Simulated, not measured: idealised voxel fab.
process module | voxel fin reveal
cross-section cut | 230 nm wide | cells 5 nm
A cross-section is a grid of square cells, given in bands from the top down. A band is one or more rows of cells.
Each band's line starts with the height of the band's top and of its bottom, in nm. Then come its materials from left to right, each with its width in nm. One material with "throughout" fills the band from edge to edge. "air" is empty space.
Height 0 is the level under which the wafer as received is all one material. The lowest band goes on downwards, as in "0 down".
A width such as "30 to 40" changes by the same amount from each row of cells to the next, from the band's top row to its bottom row.
"no change" after a step means that no cell of the cross-section changed.
closed voids: empty space of 8 cells or more with no open way to the top, each as width x height at its distance from the left edge, in nm
after a step's settings: what the simulator itself notes on the step
overlay nm, on a step with a mask: how far to the right of its planned place the mask lay; to the left if negative
plan
1 op RECEIVE | material Si
2 op CONFORMAL_DEP | material SiN | thk nm 5
3 op DIRECTIONAL_DEP | material aC | thk nm 15
4 op PATTERN | tone cover | mask id FINS | material resist | width nm 15 | pitch nm 35 | thk nm 35 | overlay nm -15
5 op DIRECTIONAL_ETCH | etch materials aC | depth nm 15
6 op STRIP | etch materials resist
7 op DIRECTIONAL_ETCH | etch materials SiN | depth nm 5
8 op DIRECTIONAL_ETCH | etch materials Si | depth nm 30
9 op STRIP | etch materials aC
10 op FILL_DEP | material SiO2 | thk nm 10
11 op CMP | height nm 5
12 op SELECTIVE_ETCH | etch materials SiO2 | depth nm 25
13 op STRIP | etch materials SiN
14 op CONFORMAL_DEP | material HfO2 | thk nm 5
varied across the wafers: overlay nm of step 4. The plan shows the first wafer's value. All wafers start alike
first wafer as received, after step 1
  0 down: Si throughout
  closed voids: none
each wafer at the end: cells of each material gained (+) or lost (-) since it was received, then its closed voids
overlay nm -15 | +70 HfO2 | -222 Si | +74 SiO2 | closed voids: none
overlay nm -10 | +70 HfO2 | -222 Si | +74 SiO2 | closed voids: none
overlay nm -5 | +70 HfO2 | -222 Si | +74 SiO2 | closed voids: none
overlay nm 0 | +70 HfO2 | -222 Si | +74 SiO2 | closed voids: none
overlay nm 5 | +70 HfO2 | -222 Si | +74 SiO2 | closed voids: none
overlay nm 10 | +70 HfO2 | -222 Si | +74 SiO2 | closed voids: none
overlay nm 15 | +70 HfO2 | -222 Si | +74 SiO2 | closed voids: none
